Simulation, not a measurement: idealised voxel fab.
You're looking at the process module voxel self aligned contacts.
Displayed cross-section: cut, width of 285 nm, square cells sized 5 nm.
This document writes a cross-section as a grid whose cells are square, and gives it as bands, listed from the top down; one or more rows of cells form a band. Heads up on the band format: heights come first, top then bottom, in nm. After that it's the materials left to right, each with its width in nm. A single material flagged "everywhere" fills the whole band edge to edge, and "empty" means there's empty space there. Heights are reckoned from 0. Under this level, the received wafer is all of one material. The bottommost band is open-ended downward, for example "from 0 down". So if you see something like "30->40" for the width, read it as the top row of the band sitting at the first number and the bottom row at the second, with every row in between moving by the same amount as the last. Reading "changes: none" for a step: not a cell of the cross-section changed in it. Empty spaces without an open route to the top, at least 8 cells in extent, make up the entry "Voids, enclosed"; each is given as width x height at distance, where the distance is measured from the left edge, and all are in nm. Step line, after settings: the simulator's comment on this step. The optional step-line setting "overlay nm" applies to steps with a mask and quantifies how far to the right of its planned location the mask lay, a negative value indicating leftward placement.

Process steps - plan
- 1: RECEIVE | material Si
- 2: OXIDIZE | depth nm 5
- 3: DIRECTIONAL_DEP | material polySi | thk nm 30
- 4: DIRECTIONAL_DEP | material SiN | thk nm 20
- 5: MASKED_ETCH | tone cover | mask id GATE | width nm 25 | pitch nm 70 | etch materials SiN | depth nm 20 | overlay nm 0
- 6: MASKED_ETCH | tone cover | mask id GATE | width nm 25 | pitch nm 70 | etch materials polySi | depth nm 30 | overlay nm 0
- 7: CONFORMAL_DEP | material SiN | thk nm 10
- 8: DIRECTIONAL_ETCH | etch materials SiN | depth nm 10
- 9: FILL_DEP | material SiO2 | thk nm 20
- 10: CMP | height nm 60
- 11: DIRECTIONAL_DEP | material aC | thk nm 10
- 12: PATTERN | tone open | mask id CONTACT | material resist | width nm 55 | pitch nm 70 | thk nm 30 | overlay nm 0
- 13: DIRECTIONAL_ETCH | etch materials aC | depth nm 10
- 14: STRIP | etch materials resist
- 15: DIRECTIONAL_ETCH | etch materials SiO2 | depth nm 65
- 16: STRIP | etch materials aC
- 17: CONFORMAL_DEP | material TiN | thk nm 5
- 18: FILL_DEP | material W | thk nm 10
- 19: CMP | height nm 60
- 20: CONFORMAL_DEP | material SiN | thk nm 5

Cross-section of the wafer at receipt, which is the condition after step 1
  from 0 down: Si everywhere
  Voids, enclosed: none

The following cross-section depicts the wafer upon conclusion of the module. Processing commenced from the starting condition illustrated above and adhered to the plan illustrated above, save for one mistake in execution
  from 65 to 30: SiN everywhere
  from 30 to 0: SiN 60 nm / polySi 25 nm / SiN 45 nm / polySi 25 nm / SiN 45 nm / polySi 25 nm / SiN 60 nm
  from 0 to -5: SiO2 everywhere
  from -5 down: Si everywhere
  Voids, enclosed: none
Finding, execution versus plan: so step 9 ended up running with a different setting than we planned, it ran as FILL_DEP | material SiN | thk nm 20
